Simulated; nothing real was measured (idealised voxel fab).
Module name: voxel quadruple lines (process module)
260 nm wide, 5 nm square cells: that's cross-section cut.
Cross-sections here: square-cell grids, written as top-down lists of bands, a band being one or more rows of cells.
Band: top height; bottom height; in nm. Then, left to right: material with width in nm, for each material. "full width": a single material spanning edge to edge. "air": empty space.
Height is counted from the level 0, under which the received wafer is composed throughout of one material. The lowest of the bands is not closed at the bottom but continues downward, in the notation "0 down".
The two numbers in a width such as "30 to 40" mark its ends across the band: the first belongs to the top row of cells, the second to the bottom row, and from each row to the next the width moves by the same amount.
A step reported as "stayed the same" is a step in which no cell of the cross-section changed.
Reported under the label "Closed void entries" are the empty spaces having no open way to the top and comprising 8 cells or more; the notation for each is width x height at distance, in which the distance is measured from the left edge and all three values are in nm.
Read whatever lies past the settings on a step's line as the simulator's own remark about the step.
The setting "overlay nm" may be written on the line of a step. When the step uses a mask, the value reports how far to the right of the planned place the mask lay, and a negative value reports that it lay to the left.

**This section lists the process steps that were planned**
1. RECEIVE [material Si]
2. CONFORMAL_DEP [material Al2O3] [thk nm 5]
3. DIRECTIONAL_DEP [material Ru] [thk nm 10]
4. DIRECTIONAL_DEP [material polySi] [thk nm 15]
5. DIRECTIONAL_DEP [material aC] [thk nm 25]
6. PATTERN [tone cover] [mask id MANDREL] [material resist] [width nm 30] [pitch nm 80] [thk nm 35] [overlay nm 0]
7. DIRECTIONAL_ETCH [etch materials aC] [depth nm 25]
8. STRIP [etch materials resist]
9. CONFORMAL_DEP [material SiO2] [thk nm 10]
10. DIRECTIONAL_ETCH [etch materials SiO2] [depth nm 10]
11. STRIP [etch materials aC]
12. DIRECTIONAL_ETCH [etch materials polySi] [depth nm 15]
13. STRIP [etch materials SiO2]
14. CONFORMAL_DEP [material SiCN] [thk nm 10]
15. DIRECTIONAL_ETCH [etch materials SiCN] [depth nm 10]
16. STRIP [etch materials polySi]
17. DIRECTIONAL_ETCH [etch materials Ru] [depth nm 10]
18. STRIP [etch materials SiCN]

**So this is the incoming wafer in cross-section - it's already been through step 1**
- 0 down | Si full width
- Closed void entries: none

**Module complete - cross-section of the first of two wafers, run according to plan**
- 15 to 5 | air=55 | Ru=10 | air=10 | Ru=10 | air=10 | Ru=10 | air=10 | Ru=10 | air=10 | Ru=10 | air=10 | Ru=10 | air=10 | Ru=10 | air=10 | Ru=10 | air=55
- 5 to 0 | Al2O3 full width
- 0 down | Si full width
- Closed void entries: none

**Cross-sectional view: second of two wafers, end of module; start and plan identical to the first, one mistake in running**
- 25 to 15 | air=55 | Ru=10 | air=10 | Ru=10 | air=10 | Ru=10 | air=10 | Ru=10 | air=10 | Ru=10 | air=10 | Ru=10 | air=10 | Ru=10 | air=10 | Ru=10 | air=55
- 15 to 0 | Al2O3 full width
- 0 down | Si full width
- Closed void entries: none
Which mistake was made when the wafer was run? step 2 did not happen as planned, as run it was CONFORMAL_DEP [material Al2O3] [thk nm 15]
Counted in cells at the end, the second wafer holds more or fewer of these materials than the first: Al2O3 +104
